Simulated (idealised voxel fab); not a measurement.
This section sets out a process module, namely voxel air gaps.
For reference, the cross-section in this document is cut, with width 210 nm and square cells of 5 nm.
Notation: cross-section as square-cell grid; stated in bands, top first, going down; one or more cell rows per band. This entry defines a band. It first specifies the height of the band's top and the height of its bottom in nm, and then specifies the band's materials from left to right, stating each material with its width in nm. The word "everywhere" identifies a single material that fills the band from edge to edge, while the word "blank" identifies empty space. The level at which height equals 0 is the one under which the wafer, as it arrives, is entirely one material. No lower edge exists for the bottom band, which continues downward and is notated as in "0..down". A width given as "30..40" starts at the first number in the band's top row and ends at the second number in its bottom row, shifting by an equal amount at every step from row to row. Where the words "stayed the same" appear for a step, the cross-section shows no cell changed by that step; every cell remained as before. So "Closed void entries" is basically the list of trapped voids: any empty space of 8 cells or more that can't reach the top through an opening. They're written width x height at distance, the distance being from the left edge, and it's all nm. Formally, on a step line, whatever follows the settings is a remark that the simulator itself makes on the step. overlay nm: step with mask; distance mask lay right of planned place; negative value = left of planned place.

# Below is the list of planned process steps
1. RECEIVE (material Si)
2. CONFORMAL_DEP (material SiO2; thk nm 10)
3. CONFORMAL_DEP (material SiCN; thk nm 5)
4. DIRECTIONAL_DEP (material SiO2; thk nm 35)
5. PATTERN (tone open; mask id LINES; material resist; width nm 15; pitch nm 40; thk nm 15; overlay nm 0)
6. DIRECTIONAL_ETCH (etch materials SiO2; depth nm 35)
7. STRIP (etch materials resist)
8. CONFORMAL_DEP (material TiN; thk nm 5)
9. FILL_DEP (material Cu; thk nm 10)
10. CMP (height nm 50)
11. EPI (material Ru; thk nm 10)
12. SELECTIVE_ETCH (etch materials SiO2; depth nm 45)
13. CONFORMAL_DEP (material SiCN; thk nm 5)

# Cross-section of the incoming wafer, state after step 1
    0..down  Si everywhere
    Closed void entries: none

# First of two wafers, end-of-module section, run followed plan
    65..60  40 blank | 125 SiCN | 45 blank
    60..50  40 blank | 5 SiCN | 35 Ru | 5 SiCN | 35 Ru | 5 SiCN | 35 Ru | 5 SiCN | 45 blank
    50..45  40 blank | 15 SiCN | 5 TiN | 5 Cu | 5 TiN | 25 SiCN | 5 TiN | 5 Cu | 5 TiN | 25 SiCN | 5 TiN | 5 Cu | 5 TiN | 15 SiCN | 45 blank
    45..20  50 blank | 5 SiCN | 5 TiN | 5 Cu | 5 TiN | 5 SiCN | 15 blank | 5 SiCN | 5 TiN | 5 Cu | 5 TiN | 5 SiCN | 15 blank | 5 SiCN | 5 TiN | 5 Cu | 5 TiN | 5 SiCN | 55 blank
    20..15  55 SiCN | 15 TiN | 25 SiCN | 15 TiN | 25 SiCN | 15 TiN | 60 SiCN
    15..10  SiCN everywhere
    10..0  SiO2 everywhere
    0..down  Si everywhere
    Closed void entries: 15 x 25 at 75; 15 x 25 at 115

# End of module, second wafer, cross-section. Started like the first, planned like the first, run with one mistake
    65..60  40 blank | 125 SiCN | 45 blank
    60..50  40 blank | 5 SiCN | 35 Ru | 5 SiCN | 35 Ru | 5 SiCN | 35 Ru | 5 SiCN | 45 blank
    50..20  40 blank | 5 SiCN | 10 Ru | 5 TiN | 5 Cu | 5 TiN | 10 Ru | 5 SiCN | 10 Ru | 5 TiN | 5 Cu | 5 TiN | 10 Ru | 5 SiCN | 10 Ru | 5 TiN | 5 Cu | 5 TiN | 10 Ru | 5 SiCN | 45 blank
    20..15  45 SiCN | 10 Ru | 15 TiN | 10 Ru | 5 SiCN | 10 Ru | 15 TiN | 10 Ru | 5 SiCN | 10 Ru | 15 TiN | 10 Ru | 50 SiCN
    15..10  SiCN everywhere
    10..0  SiO2 everywhere
    0..down  Si everywhere
    Closed void entries: none
Nonconformance to the process plan: sequence error: steps 11 and 12 interchanged
Count the cells at the end and the second wafer has more or fewer of some materials than the first: Ru +84 | SiCN -34
Closed void count at end of process - first wafer: 2; second wafer: 0.
